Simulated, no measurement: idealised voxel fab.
process module | voxel self aligned contacts
cross-section cut | 205 nm wide | cells 5 nm
A cross-section is a grid of square cells, given in bands from the top down. A band is one or more rows of cells.
Each band's line starts with the height of the band's top and of its bottom, in nm. Then come its materials from left to right, each with its width in nm. One material with "throughout" fills the band from edge to edge. "air" is empty space.
Height 0 is the level under which the wafer as received is all one material. The lowest band goes on downwards, as in "0 down".
A width such as "30 to 40" changes by the same amount from each row of cells to the next, from the band's top row to its bottom row.
"no change" after a step means that no cell of the cross-section changed.
closed voids: empty space of 8 cells or more with no open way to the top, each as width x height at its distance from the left edge, in nm
after a step's settings: what the simulator itself notes on the step
overlay nm, on a step with a mask: how far to the right of its planned place the mask lay; to the left if negative
plan
1 op RECEIVE | material Si
2 op CONFORMAL_DEP | material SiO2 | thk nm 5
3 op DIRECTIONAL_DEP | material polySi | thk nm 20
4 op DIRECTIONAL_DEP | material SiN | thk nm 20
5 op MASKED_ETCH | tone cover | mask id GATE | width nm 35 | pitch nm 70 | etch materials SiN | depth nm 20 | overlay nm 0
6 op MASKED_ETCH | tone cover | mask id GATE | width nm 35 | pitch nm 70 | etch materials polySi | depth nm 20 | overlay nm 0
7 op CONFORMAL_DEP | material SiN | thk nm 10
8 op DIRECTIONAL_ETCH | etch materials SiN | depth nm 10
9 op FILL_DEP | material SiO2 | thk nm 10
10 op CMP | height nm 50
11 op PATTERN | tone open | mask id CONTACT | material resist | width nm 45 | pitch nm 70 | thk nm 20 | overlay nm 0
12 op DIRECTIONAL_ETCH | etch materials SiO2 | depth nm 50
13 op STRIP | etch materials resist
14 op CONFORMAL_DEP | material TiN | thk nm 5
15 op FILL_DEP | material Ru | thk nm 10
16 op CMP | height nm 50
17 op CONFORMAL_DEP | material SiCN | thk nm 5
as received, after step 1
  0 down: Si throughout
  closed voids: none
first wafer at the end, as planned
  55 to 50: SiCN throughout
  50 to 45: SiO2 45 | TiN 20 | Ru 5 | TiN 20 | SiO2 25 | TiN 20 | Ru 5 | TiN 20 | SiO2 45
  45 to 25: SiO2 5 | SiN 55 | TiN 5 | Ru 5 | TiN 5 | SiN 55 | TiN 5 | Ru 5 | TiN 5 | SiN 55 | SiO2 5
  25 to 5: SiO2 5 | SiN 10 | polySi 35 | SiN 10 | TiN 5 | Ru 5 | TiN 5 | SiN 10 | polySi 35 | SiN 10 | TiN 5 | Ru 5 | TiN 5 | SiN 10 | polySi 35 | SiN 10 | SiO2 5
  5 to 0: SiO2 60 | TiN 15 | SiO2 55 | TiN 15 | SiO2 60
  0 down: Si throughout
  closed voids: none
second wafer at the end: like start, like plan, one mistake
  70 to 65: SiCN throughout
  65 to 55: Ru throughout
  55 to 50: TiN 50 | Ru 35 | TiN 35 | Ru 35 | TiN 50
  50 to 45: SiO2 45 | TiN 20 | Ru 5 | TiN 20 | SiO2 25 | TiN 20 | Ru 5 | TiN 20 | SiO2 45
  45 to 25: SiO2 5 | SiN 55 | TiN 5 | Ru 5 | TiN 5 | SiN 55 | TiN 5 | Ru 5 | TiN 5 | SiN 55 | SiO2 5
  25 to 5: SiO2 5 | SiN 10 | polySi 35 | SiN 10 | TiN 5 | Ru 5 | TiN 5 | SiN 10 | polySi 35 | SiN 10 | TiN 5 | Ru 5 | TiN 5 | SiN 10 | polySi 35 | SiN 10 | SiO2 5
  5 to 0: SiO2 60 | TiN 15 | SiO2 55 | TiN 15 | SiO2 60
  0 down: Si throughout
  closed voids: none
what went wrong: step 16 was left out
at the end the second wafer has, in cells: 96 more of Ru | 27 more of TiN
